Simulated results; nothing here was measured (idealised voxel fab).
process module | voxel self aligned vias
cross-section cut | 250 nm wide | cells 5 nm
A cross-section is a grid of square cells, given in bands from the top down. A band is one or more rows of cells.
Each band's line starts with the height of the band's top and of its bottom, in nm. Then come its materials from left to right, each with its width in nm. One material with "throughout" fills the band from edge to edge. "air" is empty space.
Height 0 is the level under which the wafer as received is all one material. The lowest band goes on downwards, as in "0 down".
A width such as "30 to 40" changes by the same amount from each row of cells to the next, from the band's top row to its bottom row.
"no change" after a step means that no cell of the cross-section changed.
closed voids: empty space of 8 cells or more with no open way to the top, each as width x height at its distance from the left edge, in nm
after a step's settings: what the simulator itself notes on the step
overlay nm, on a step with a mask: how far to the right of its planned place the mask lay; to the left if negative
plan
1 op RECEIVE | material Si
2 op CONFORMAL_DEP | material SiO2 | thk nm 15
3 op CONFORMAL_DEP | material SiCN | thk nm 5
4 op DIRECTIONAL_DEP | material lowk | thk nm 25
5 op MASKED_ETCH | tone open | mask id LINES | width nm 25 | pitch nm 60 | etch materials lowk | depth nm 25 | overlay nm 0
6 op CONFORMAL_DEP | material TiN | thk nm 5
7 op FILL_DEP | material W | thk nm 5
8 op CMP | height nm 45
9 op SELECTIVE_ETCH | etch materials W Ru TiN | depth nm 10
10 op FILL_DEP | material SiN | thk nm 5
11 op CMP | height nm 45
12 op DIRECTIONAL_DEP | material lowk | thk nm 20
13 op DIRECTIONAL_DEP | material aC | thk nm 10
14 op PATTERN | tone open | mask id VIAS | material resist | width nm 45 | pitch nm 60 | thk nm 30 | overlay nm 0
15 op DIRECTIONAL_ETCH | etch materials aC | depth nm 10
16 op STRIP | etch materials resist
17 op DIRECTIONAL_ETCH | etch materials lowk | depth nm 20
18 op DIRECTIONAL_ETCH | etch materials SiN | depth nm 10
19 op STRIP | etch materials aC
20 op CONFORMAL_DEP | material TiN | thk nm 5
21 op FILL_DEP | material Cu | thk nm 10
22 op CMP | height nm 65
23 op CONFORMAL_DEP | material SiCN | thk nm 5
as received, after step 1
  0 down: Si throughout
  closed voids: none
first wafer at the end, as planned
  70 to 65: SiCN throughout
  65 to 50: lowk 70 | TiN 5 | Cu 35 | TiN 5 | lowk 15 | TiN 5 | Cu 35 | TiN 5 | lowk 75
  50 to 40: lowk 70 to 80 | TiN 15 to 5 | Cu 15 | TiN 15 to 5 | lowk 15 to 35 | TiN 15 to 5 | Cu 15 | TiN 15 to 5 | lowk 75 to 85
  40 to 35: lowk 80 | TiN 25 | lowk 35 | TiN 25 | lowk 85
  35 to 25: lowk 80 | TiN 5 | W 15 | TiN 5 | lowk 35 | TiN 5 | W 15 | TiN 5 | lowk 85
  25 to 20: lowk 80 | TiN 25 | lowk 35 | TiN 25 | lowk 85
  20 to 15: SiCN throughout
  15 to 0: SiO2 throughout
  0 down: Si throughout
  closed voids: none
second wafer at the end: like start, like plan, one mistake
  85 to 80: SiCN throughout
  80 to 70: Cu throughout
  70 to 65: TiN 75 | Cu 35 | TiN 25 | Cu 35 | TiN 80
  65 to 50: lowk 70 | TiN 5 | Cu 35 | TiN 5 | lowk 15 | TiN 5 | Cu 35 | TiN 5 | lowk 75
  50 to 40: lowk 70 to 80 | TiN 15 to 5 | Cu 15 | TiN 15 to 5 | lowk 15 to 35 | TiN 15 to 5 | Cu 15 | TiN 15 to 5 | lowk 75 to 85
  40 to 35: lowk 80 | TiN 25 | lowk 35 | TiN 25 | lowk 85
  35 to 25: lowk 80 | TiN 5 | W 15 | TiN 5 | lowk 35 | TiN 5 | W 15 | TiN 5 | lowk 85
  25 to 20: lowk 80 | TiN 25 | lowk 35 | TiN 25 | lowk 85
  20 to 15: SiCN throughout
  15 to 0: SiO2 throughout
  0 down: Si throughout
  closed voids: none
what went wrong: step 22 was left out
at the end the second wafer has, in cells: 114 more of Cu | 36 more of TiN
